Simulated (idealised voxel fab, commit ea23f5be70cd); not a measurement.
The following is a process module called voxel transistor to metal.
The cross-section on display is named cut; it measures 170 nm wide, and its cells are 5 nm squares.
A cross-section is a grid of square cells, given in bands from the top down. A band is one or more rows of cells.
This entry defines a band. It first specifies the height of the band's top and the height of its bottom in nm, and then specifies the band's materials from left to right, stating each material with its width in nm. The word "edge to edge" identifies a single material that fills the band from edge to edge, while the word "air" identifies empty space.
It should be noted that heights are counted from 0, beneath which the wafer as supplied is of one material throughout, and that the lowest band possesses no lower boundary but continues downward, as written in "0 down".
When a width is written as two numbers, as in "30 to 40", the first number is the width in the top row of cells of the band and the second is the width in its bottom row, and the width changes by the same amount from each row to the next.
Where the words "no modifications" appear for a step, the cross-section shows no cell changed by that step; every cell remained as before.
"Voids, fully enclosed": empty spaces of 8 cells or more with no open way to the top, each given as width x height at distance, distance from the left edge, all in nm.
On each step's line, the part that comes after the settings is the simulator's own comment on the step.
overlay nm: right-of-plan distance of the mask on a masked step; negative values mean left-of-plan.

This section lists the process steps that were planned:
1: RECEIVE with material Si
2: OXIDIZE with depth nm 5
3: CONFORMAL_DEP with material SiN, thk nm 10
4: DIRECTIONAL_DEP with material aC, thk nm 10
5: PATTERN with tone cover, mask id ACTIVE, material resist, width nm 105, thk nm 25, overlay nm 0
6: DIRECTIONAL_ETCH with etch materials aC, depth nm 10
7: STRIP with etch materials resist
8: DIRECTIONAL_ETCH with etch materials SiN, depth nm 10
9: DIRECTIONAL_ETCH with etch materials SiO2, depth nm 5
10: DIRECTIONAL_ETCH with etch materials Si, depth nm 20
11: STRIP with etch materials aC
12: FILL_DEP with material SiO2, thk nm 10
13: CMP with height nm 10
14: SELECTIVE_ETCH with etch materials SiO2, depth nm 10
15: STRIP with etch materials SiN
16: SELECTIVE_ETCH with etch materials SiO2, depth nm 5
17: OXIDIZE with depth nm 5
18: DIRECTIONAL_DEP with material polySi, thk nm 25
19: DIRECTIONAL_DEP with material SiCN, thk nm 10
20: MASKED_ETCH with tone cover, mask id GATE, width nm 15, etch materials SiCN, depth nm 20, overlay nm 0
21: MASKED_ETCH with tone cover, mask id GATE, width nm 15, etch materials polySi, depth nm 35, overlay nm 0
22: CONFORMAL_DEP with material SiN, thk nm 10
23: DIRECTIONAL_ETCH with etch materials SiN, depth nm 10
24: DIRECTIONAL_ETCH with etch materials SiO2, depth nm 5
25: DIRECTIONAL_ETCH with etch materials Si, depth nm 10
26: EPI with material pSi, thk nm 10
27: FILL_DEP with material SiO2, thk nm 5
28: CMP with height nm 30
29: DIRECTIONAL_DEP with material SiO2, thk nm 10
30: MASKED_ETCH with tone open, mask id CONTACT, width nm 30, pitch nm 55, etch materials SiO2, depth nm 50, overlay nm -15
31: CONFORMAL_DEP with material TiN, thk nm 5
32: FILL_DEP with material Ru, thk nm 5
33: CMP with height nm 40
34: DIRECTIONAL_DEP with material TiN, thk nm 5
35: DIRECTIONAL_DEP with material W, thk nm 15
36: MASKED_ETCH with tone cover, mask id METAL_1, width nm 20, pitch nm 65, etch materials W, depth nm 15, overlay nm 0
37: MASKED_ETCH with tone cover, mask id METAL_1, width nm 20, pitch nm 65, etch materials TiN, depth nm 5, overlay nm 0
38: FILL_DEP with material SiO2, thk nm 10
39: CMP with height nm 60
40: CONFORMAL_DEP with material SiCN, thk nm 5
All wafers enter the flow in the same state. The overlay nm at step 30 differs from wafer to wafer, and the plan gives the value for the first wafer.

First wafer of several, as received: cross-section after step 1:
0 down = Si edge to edge
Voids, fully enclosed: none

Last step of the module is step 40; after it, the first of several wafers in cross-section:
65 to 60 = SiCN edge to edge
60 to 45 = 40 nm SiO2, then 20 nm W, then 45 nm SiO2, then 20 nm W, then 45 nm SiO2
45 to 40 = 40 nm SiO2, then 20 nm TiN, then 45 nm SiO2, then 20 nm TiN, then 45 nm SiO2
40 to 35 = 25 nm SiO2, then 5 nm TiN, then 20 nm Ru, then 5 nm TiN, then 25 nm SiO2, then 5 nm TiN, then 20 nm Ru, then 5 nm TiN, then 60 nm SiO2
35 to 30 = 25 nm SiO2, then 5 nm TiN, then 20 nm Ru, then 5 nm TiN, then 25 nm SiO2, then 30 nm TiN, then 60 nm SiO2
30 to 20 = 25 nm SiO2, then 5 nm TiN, then 20 nm Ru, then 5 nm TiN, then 10 nm SiO2, then 10 nm SiN, then 15 nm SiCN, then 10 nm SiN, then 10 nm TiN, then 60 nm SiO2
20 to 0 = 25 nm SiO2, then 5 nm TiN, then 20 nm Ru, then 5 nm TiN, then 10 nm SiO2, then 10 nm SiN, then 15 nm polySi, then 10 nm SiN, then 10 nm TiN, then 60 nm SiO2
0 to -5 = 25 nm SiO2, then 5 nm TiN, then 20 nm Ru, then 5 nm TiN, then 10 nm pSi, then 10 nm SiN, then 15 nm polySi, then 10 nm SiN, then 10 nm pSi, then 60 nm SiO2
-5 to -10 = 25 nm SiO2, then 30 nm TiN, then 10 nm pSi, then 35 nm SiO2, then 10 nm pSi, then 60 nm SiO2
-10 to -20 = 30 nm SiO2, then 35 nm pSi, then 35 nm Si, then 35 nm pSi, then 35 nm SiO2
-20 to -25 = 30 nm SiO2, then 105 nm Si, then 35 nm SiO2
-25 down = Si edge to edge
Voids, fully enclosed: none

Wafer cross-section (last wafer, module end):
65 to 60 = SiCN edge to edge
60 to 45 = 40 nm SiO2, then 20 nm W, then 45 nm SiO2, then 20 nm W, then 45 nm SiO2
45 to 40 = 40 nm SiO2, then 20 nm TiN, then 45 nm SiO2, then 20 nm TiN, then 45 nm SiO2
40 to 35 = 55 nm SiO2, then 5 nm TiN, then 20 nm Ru, then 5 nm TiN, then 25 nm SiO2, then 5 nm TiN, then 20 nm Ru, then 5 nm TiN, then 30 nm SiO2
35 to 30 = 55 nm SiO2, then 30 nm TiN, then 25 nm SiO2, then 5 nm TiN, then 20 nm Ru, then 5 nm TiN, then 30 nm SiO2
30 to 20 = 55 nm SiO2, then 10 nm TiN, then 10 nm SiN, then 15 nm SiCN, then 10 nm SiN, then 10 nm SiO2, then 5 nm TiN, then 20 nm Ru, then 5 nm TiN, then 30 nm SiO2
20 to 0 = 55 nm SiO2, then 10 nm TiN, then 10 nm SiN, then 15 nm polySi, then 10 nm SiN, then 10 nm SiO2, then 5 nm TiN, then 20 nm Ru, then 5 nm TiN, then 30 nm SiO2
0 to -5 = 55 nm SiO2, then 10 nm pSi, then 10 nm SiN, then 15 nm polySi, then 10 nm SiN, then 10 nm pSi, then 5 nm TiN, then 20 nm Ru, then 5 nm TiN, then 30 nm SiO2
-5 to -10 = 55 nm SiO2, then 10 nm pSi, then 35 nm SiO2, then 10 nm pSi, then 30 nm TiN, then 30 nm SiO2
-10 to -20 = 30 nm SiO2, then 35 nm pSi, then 35 nm Si, then 35 nm pSi, then 35 nm SiO2
-20 to -25 = 30 nm SiO2, then 105 nm Si, then 35 nm SiO2
-25 down = Si edge to edge
Voids, fully enclosed: none

For your reference, the table is organized with a row per wafer; each row reflects the wafer at the end of the module, indicating for each material the cells gained (+) or lost (-) since receipt, and thereafter its closed voids:
overlay nm -15 | +40 Ru | -135 Si | +40 SiCN | +28 SiN | +342 SiO2 | +52 TiN | +24 W | +36 pSi | +15 polySi | Voids, fully enclosed: none
overlay nm -10 | +44 Ru | -135 Si | +40 SiCN | +28 SiN | +336 SiO2 | +54 TiN | +24 W | +36 pSi | +15 polySi | Voids, fully enclosed: none
overlay nm -5 | +48 Ru | -135 Si | +40 SiCN | +28 SiN | +330 SiO2 | +56 TiN | +24 W | +36 pSi | +15 polySi | Voids, fully enclosed: none
overlay nm 0 | +48 Ru | -135 Si | +40 SiCN | +28 SiN | +330 SiO2 | +56 TiN | +24 W | +36 pSi | +15 polySi | Voids, fully enclosed: none
overlay nm 5 | +48 Ru | -135 Si | +40 SiCN | +28 SiN | +330 SiO2 | +56 TiN | +24 W | +36 pSi | +15 polySi | Voids, fully enclosed: none
overlay nm 10 | +44 Ru | -135 Si | +40 SiCN | +28 SiN | +336 SiO2 | +54 TiN | +24 W | +36 pSi | +15 polySi | Voids, fully enclosed: none
overlay nm 15 | +40 Ru | -135 Si | +40 SiCN | +28 SiN | +342 SiO2 | +52 TiN | +24 W | +36 pSi | +15 polySi | Voids, fully enclosed: none
